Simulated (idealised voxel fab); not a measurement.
Title: Process Module voxel spacer lines
Section cut is 300 nm wide and gridded with 5 nm square cells.
Format of a cross-section: grid, square cells. Given as bands. Order: top down. Band: one or more rows of cells. Band entry format. Leading values: height of top, height of bottom, nm. Remainder: materials in left-to-right order, each with its width in nm. Special words: "all across" on a single material, which then fills the band edge to edge; "blank", empty space. It should be noted that heights are counted from 0, beneath which the wafer as supplied is of one material throughout, and that the lowest band possesses no lower boundary but continues downward, as written in "0..down". Width spec "30..40" -> top row of cells at first value, bottom row at second value, equal per-row change in between. The cross-section has no changed cell in any step marked "nothing was modified". The list in "Sealed voids" covers empty spaces of 8 cells or more that cannot reach the top through any open way, and it gives each as width x height at distance; the distance is from the left edge, and width, height and distance are in nm. That trailing text on a step's line, after the settings, is the simulator's own remark on the step. A step line may carry the setting "overlay nm", which, for steps involving a mask, states the distance by which the mask lay to the right of its intended position; negative values denote displacement to the left.
## Here's what the planned process steps look like
step 1: RECEIVE,material Si
step 2: CONFORMAL_DEP,material Al2O3,thk nm 10
step 3: DIRECTIONAL_DEP,material W,thk nm 15
step 4: DIRECTIONAL_DEP,material polySi,thk nm 25
step 5: PATTERN,tone cover,mask id MANDREL,material resist,width nm 15,pitch nm 50,thk nm 30,overlay nm 0
step 6: DIRECTIONAL_ETCH,etch materials polySi,depth nm 25
step 7: STRIP,etch materials resist
step 8: CONFORMAL_DEP,material SiO2,thk nm 10
step 9: DIRECTIONAL_ETCH,etch materials SiO2,depth nm 10
step 10: STRIP,etch materials polySi
step 11: DIRECTIONAL_ETCH,etch materials W,depth nm 15
step 12: STRIP,etch materials SiO2
step 13: FILL_DEP,material SiO2,thk nm 5
step 14: CMP,height nm 25
## The first wafer of two, processed as planned
## This is the cross-section of the wafer as we received it, i.e. after step 1
- 0..down  Si all across
- Sealed voids: none
## Cross-section of the wafer subsequent to step 2
- 10..0  Al2O3 all across
- Unchanged below 0.
## Cross-section of the wafer subsequent to step 3
- 25..10  W all across
- Unchanged below 10.
## Cross-section of the wafer subsequent to step 4
- 50..25  polySi all across
- Unchanged below 25.
## Cross-section of the wafer subsequent to step 5
- 80..50  115 of blank, 15 of resist, 35 of blank, 15 of resist, 120 of blank
- Unchanged below 50.
## Cross-section of the wafer subsequent to step 6
- 80..50  115 of blank, 15 of resist, 35 of blank, 15 of resist, 120 of blank
- 50..25  115 of blank, 15 of polySi, 35 of blank, 15 of polySi, 120 of blank
- Unchanged below 25.
## Cross-section of the wafer subsequent to step 7
- 50..25  115 of blank, 15 of polySi, 35 of blank, 15 of polySi, 120 of blank
- Unchanged below 25.
## Cross-section of the wafer subsequent to step 8
- 60..50  105 of blank, 35 of SiO2, 15 of blank, 35 of SiO2, 110 of blank
- 50..35  105 of blank, 10 of SiO2, 15 of polySi, 10 of SiO2, 15 of blank, 10 of SiO2, 15 of polySi, 10 of SiO2, 110 of blank
- 35..25  115 of SiO2, 15 of polySi, 35 of SiO2, 15 of polySi, 120 of SiO2
- Unchanged below 25.
## Cross-section of the wafer subsequent to step 9
- 50..25  105 of blank, 10 of SiO2, 15 of polySi, 10 of SiO2, 15 of blank, 10 of SiO2, 15 of polySi, 10 of SiO2, 110 of blank
- Unchanged below 25.
## Cross-section of the wafer subsequent to step 10
- 50..25  105 of blank, 10 of SiO2, 15 of blank, 10 of SiO2, 15 of blank, 10 of SiO2, 15 of blank, 10 of SiO2, 110 of blank
- Unchanged below 25.
## Cross-section of the wafer subsequent to step 11
- 50..25  105 of blank, 10 of SiO2, 15 of blank, 10 of SiO2, 15 of blank, 10 of SiO2, 15 of blank, 10 of SiO2, 110 of blank
- 25..10  105 of blank, 10 of W, 15 of blank, 10 of W, 15 of blank, 10 of W, 15 of blank, 10 of W, 110 of blank
- Unchanged below 10.
## Cross-section of the wafer subsequent to step 12
- 25..10  105 of blank, 10 of W, 15 of blank, 10 of W, 15 of blank, 10 of W, 15 of blank, 10 of W, 110 of blank
- Unchanged below 10.
## Cross-section of the wafer subsequent to step 13
- 30..25  SiO2 all across
- 25..10  105 of SiO2, 10 of W, 15 of SiO2, 10 of W, 15 of SiO2, 10 of W, 15 of SiO2, 10 of W, 110 of SiO2
- Unchanged below 10.
## Cross-section of the wafer subsequent to step 14
- 25..10  105 of SiO2, 10 of W, 15 of SiO2, 10 of W, 15 of SiO2, 10 of W, 15 of SiO2, 10 of W, 110 of SiO2
- Unchanged below 10.
## The Second Wafer: Common Origin and Plan, One Mistake in Execution, Identical to the First Through Step 4
## Second wafer, cut view, end of step 5 per plan
- 80..50  120 of blank, 15 of resist, 35 of blank, 15 of resist, 115 of blank
- Unchanged below 50.
## Second wafer, cut view, end of step 6 per plan
- 80..50  120 of blank, 15 of resist, 35 of blank, 15 of resist, 115 of blank
- 50..25  120 of blank, 15 of polySi, 35 of blank, 15 of polySi, 115 of blank
- Unchanged below 25.
## Second wafer, cut view, end of step 7 per plan
- 50..25  120 of blank, 15 of polySi, 35 of blank, 15 of polySi, 115 of blank
- Unchanged below 25.
## Second wafer, cut view, end of step 8 per plan
- 60..50  110 of blank, 35 of SiO2, 15 of blank, 35 of SiO2, 105 of blank
- 50..35  110 of blank, 10 of SiO2, 15 of polySi, 10 of SiO2, 15 of blank, 10 of SiO2, 15 of polySi, 10 of SiO2, 105 of blank
- 35..25  120 of SiO2, 15 of polySi, 35 of SiO2, 15 of polySi, 115 of SiO2
- Unchanged below 25.
## Second wafer, cut view, end of step 9 per plan
- 50..25  110 of blank, 10 of SiO2, 15 of polySi, 10 of SiO2, 15 of blank, 10 of SiO2, 15 of polySi, 10 of SiO2, 105 of blank
- Unchanged below 25.
## Second wafer, cut view, end of step 10 per plan
- 50..25  110 of blank, 10 of SiO2, 15 of blank, 10 of SiO2, 15 of blank, 10 of SiO2, 15 of blank, 10 of SiO2, 105 of blank
- Unchanged below 25.
## Second wafer, cut view, end of step 11 per plan
- 50..25  110 of blank, 10 of SiO2, 15 of blank, 10 of SiO2, 15 of blank, 10 of SiO2, 15 of blank, 10 of SiO2, 105 of blank
- 25..10  110 of blank, 10 of W, 15 of blank, 10 of W, 15 of blank, 10 of W, 15 of blank, 10 of W, 105 of blank
- Unchanged below 10.
## Second wafer, cut view, end of step 12 per plan
- 25..10  110 of blank, 10 of W, 15 of blank, 10 of W, 15 of blank, 10 of W, 15 of blank, 10 of W, 105 of blank
- Unchanged below 10.
## Second wafer, cut view, end of step 13 per plan
- 30..25  SiO2 all across
- 25..10  110 of SiO2, 10 of W, 15 of SiO2, 10 of W, 15 of SiO2, 10 of W, 15 of SiO2, 10 of W, 105 of SiO2
- Unchanged below 10.
## Second wafer, cut view, end of step 14 per plan
- 25..10  110 of SiO2, 10 of W, 15 of SiO2, 10 of W, 15 of SiO2, 10 of W, 15 of SiO2, 10 of W, 105 of SiO2
- Unchanged below 10.
Processing error: step 5 was processed under conditions differing from the plan, specifically as PATTERN,tone cover,mask id MANDREL,material resist,width nm 15,pitch nm 50,thk nm 30,overlay nm 5
Cell counts per material: same on both final wafers. Positions: different.
